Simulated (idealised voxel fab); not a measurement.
This section sets out a process module, namely voxel lift off.
Cross-section cut spans 205 nm and uses square cells 5 nm in size.
We lay out every cross-section as a grid of square cells and spell it out in bands from the top down, where one band means one or more rows of cells. Band entry format. Leading values: height of top, height of bottom, nm. Remainder: materials in left-to-right order, each with its width in nm. Special words: "all across" on a single material, which then fills the band edge to edge; "blank", empty space. It should be noted that heights are counted from 0, beneath which the wafer as supplied is of one material throughout, and that the lowest band possesses no lower boundary but continues downward, as written in "0 down". The expression "30->40" gives the width at the extremes of the band, the first number at its top row of cells and the second at its bottom row, with the width changing by equal amounts from each row to the next in between. You'll sometimes find "nothing different" written for a step, and that's the way of saying that nowhere in the cross-section did a cell change during that step. The entry "Listed closed voids" lists the empty spaces that cover at least 8 cells and have no open path to the top. Each is written as width x height at distance, where the distance is measured from the left edge and all three values are in nm. It should be noted that, on the line of a given step, the content following the step's settings is a remark produced by the simulator itself with respect to that step. The optional step-line setting "overlay nm" applies to steps with a mask and quantifies how far to the right of its planned location the mask lay, a negative value indicating leftward placement.

So here's the lineup of process steps we planned
| 1 | RECEIVE with material Si |
| 2 | CONFORMAL_DEP with material Al2O3, thk nm 15 |
| 3 | PATTERN with tone open, mask id LINES, material resist, width nm 25, pitch nm 50, thk nm 20, overlay nm 0 |
| 4 | DIRECTIONAL_DEP with material Ru, thk nm 5 |
| 5 | STRIP with etch materials resist |
| 6 | CONFORMAL_DEP with material SiN, thk nm 10 |

Step 1 complete: cross-section of the wafer as received
> 0 down | Si all across
> Listed closed voids: none

End-of-module cross-section of the first of two wafers, processed as planned
> 30 to 25 | 55 nm blank; 45 nm SiN; 5 nm blank; 45 nm SiN; 55 nm blank
> 25 to 20 | SiN all across
> 20 to 15 | 65 nm SiN; 25 nm Ru; 25 nm SiN; 25 nm Ru; 65 nm SiN
> 15 to 0 | Al2O3 all across
> 0 down | Si all across
> Listed closed voids: none

Wafer two (of two), end-of-module cross-section: start = wafer one, plan = wafer one, one run mistake
> 30 to 25 | 75 nm SiN; 5 nm blank; 45 nm SiN; 5 nm blank; 75 nm SiN
> 25 to 20 | SiN all across
> 20 to 15 | 65 nm Ru; 25 nm SiN; 25 nm Ru; 25 nm SiN; 65 nm Ru
> 15 to 0 | Al2O3 all across
> 0 down | Si all across
> Listed closed voids: none
So what did we get wrong on this run? step 3, actual vs plan mismatch, actual run PATTERN with tone cover, mask id LINES, material resist, width nm 25, pitch nm 50, thk nm 20, overlay nm 0
FYI, end of process, the second wafer has more or fewer cells of some materials than the first: Ru +21
